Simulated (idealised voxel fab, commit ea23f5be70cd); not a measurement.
process module | voxel gate over fins
cross-section cut | 160 nm wide | cells 5 nm
A cross-section is a grid of square cells, given in bands from the top down. A band is one or more rows of cells.
Each band's line starts with the height of the band's top and of its bottom, in nm. Then come its materials from left to right, each with its width in nm. One material with "throughout" fills the band from edge to edge. "air" is empty space.
Height 0 is the level under which the wafer as received is all one material. The lowest band goes on downwards, as in "0 down".
A width such as "30 to 40" changes by the same amount from each row of cells to the next, from the band's top row to its bottom row.
"no change" after a step means that no cell of the cross-section changed.
closed voids: empty space of 8 cells or more with no open way to the top, each as width x height at its distance from the left edge, in nm
after a step's settings: what the simulator itself notes on the step
overlay nm, on a step with a mask: how far to the right of its planned place the mask lay; to the left if negative
plan
1 op RECEIVE | material Si
2 op CONFORMAL_DEP | material SiN | thk nm 5
3 op DIRECTIONAL_DEP | material aC | thk nm 15
4 op PATTERN | tone cover | mask id FINS | material resist | width nm 15 | pitch nm 60 | thk nm 30 | overlay nm 0
5 op DIRECTIONAL_ETCH | etch materials aC | depth nm 15
6 op STRIP | etch materials resist
7 op DIRECTIONAL_ETCH | etch materials SiN | depth nm 5
8 op DIRECTIONAL_ETCH | etch materials Si | depth nm 40
9 op STRIP | etch materials aC
10 op OXIDIZE | depth nm 5
11 op FILL_DEP | material SiO2 | thk nm 10
12 op CMP | height nm 5
13 op DIRECTIONAL_DEP | material aC | thk nm 15
14 op PATTERN | tone open | mask id RAIL | material resist | width nm 15 | thk nm 35 | overlay nm 0
15 op DIRECTIONAL_ETCH | etch materials aC | depth nm 15
16 op STRIP | etch materials resist
17 op DIRECTIONAL_ETCH | etch materials SiO2 | depth nm 40
18 op STRIP | etch materials aC
19 op CONFORMAL_DEP | material TiN | thk nm 5
20 op FILL_DEP | material W | thk nm 5
21 op CMP | height nm 5
22 op SELECTIVE_ETCH | etch materials W Ru TiN | depth nm 20
23 op FILL_DEP | material SiO2 | thk nm 5
24 op CMP | height nm 5
25 op SELECTIVE_ETCH | etch materials SiO2 | depth nm 15
26 op STRIP | etch materials SiN
27 op CONFORMAL_DEP | material HfO2 | thk nm 5
28 op CONFORMAL_DEP | material TiN | thk nm 5
29 op CONFORMAL_DEP | material TiAl | thk nm 5
30 op CONFORMAL_DEP | material TiN | thk nm 5
31 op FILL_DEP | material W | thk nm 15
32 op CMP | height nm 30
33 op CONFORMAL_DEP | material SiCN | thk nm 10
as received, after step 1
  0 down: Si throughout
  closed voids: none
first wafer at the end, as planned
  40 to 30: SiCN throughout
  30 to 20: W throughout
  20 to 15: W 25 | TiN 45 | W 15 | TiN 45 | W 30
  15 to 10: W 25 | TiN 5 | TiAl 35 | TiN 5 | W 15 | TiN 5 | TiAl 35 | TiN 5 | W 30
  10 to 5: TiN 30 | TiAl 5 | TiN 25 | TiAl 5 | TiN 25 | TiAl 5 | TiN 25 | TiAl 5 | TiN 35
  5 to 0: TiAl 35 | TiN 5 | HfO2 15 | TiN 5 | TiAl 35 | TiN 5 | HfO2 15 | TiN 5 | TiAl 40
  0 to -5: TiN 40 | HfO2 5 | Si 5 | HfO2 5 | TiN 45 | HfO2 5 | Si 5 | HfO2 5 | TiN 45
  -5 to -10: HfO2 45 | Si 5 | HfO2 55 | Si 5 | HfO2 50
  -10 to -15: SiO2 45 | Si 5 | SiO2 55 | Si 5 | SiO2 50
  -15 to -30: SiO2 45 | Si 5 | SiO2 20 | TiN 5 | W 5 | TiN 5 | SiO2 20 | Si 5 | SiO2 50
  -30 to -35: SiO2 45 | Si 5 | SiO2 20 | TiN 15 | SiO2 20 | Si 5 | SiO2 50
  -35 to -45: SiO2 45 | Si 5 | SiO2 55 | Si 5 | SiO2 50
  -45 down: Si throughout
  closed voids: none
second wafer at the end: like start, like plan, one mistake
  40 to 30: SiCN throughout
  30 to 20: W throughout
  20 to 15: W 20 | TiN 55 | W 5 | TiN 55 | W 25
  15 to 10: W 20 | TiN 5 | TiAl 45 | TiN 5 | W 5 | TiN 5 | TiAl 45 | TiN 5 | W 25
  10 to 5: TiN 25 | TiAl 5 | TiN 35 | TiAl 5 | TiN 15 | TiAl 5 | TiN 35 | TiAl 5 | TiN 30
  5 to 0: TiAl 30 | TiN 5 | HfO2 25 | TiN 5 | TiAl 25 | TiN 5 | HfO2 25 | TiN 5 | TiAl 35
  0 to -5: TiN 35 | HfO2 5 | Si 15 | HfO2 5 | TiN 35 | HfO2 5 | Si 15 | HfO2 5 | TiN 40
  -5 to -10: HfO2 40 | Si 15 | HfO2 45 | Si 15 | HfO2 45
  -10 to -15: SiO2 40 | Si 15 | SiO2 45 | Si 15 | SiO2 45
  -15 to -30: SiO2 40 | Si 15 | SiO2 15 | TiN 5 | W 5 | TiN 5 | SiO2 15 | Si 15 | SiO2 45
  -30 to -35: SiO2 40 | Si 15 | SiO2 15 | TiN 15 | SiO2 15 | Si 15 | SiO2 45
  -35 to -45: SiO2 40 | Si 15 | SiO2 45 | Si 15 | SiO2 45
  -45 down: Si throughout
  closed voids: none
what went wrong: step 4 ran as: op PATTERN | tone cover | mask id FINS | material resist | width nm 25 | pitch nm 60 | thk nm 30 | overlay nm 0
at the end the second wafer has, in cells: 36 more of Si | 28 fewer of SiO2 | 8 fewer of W
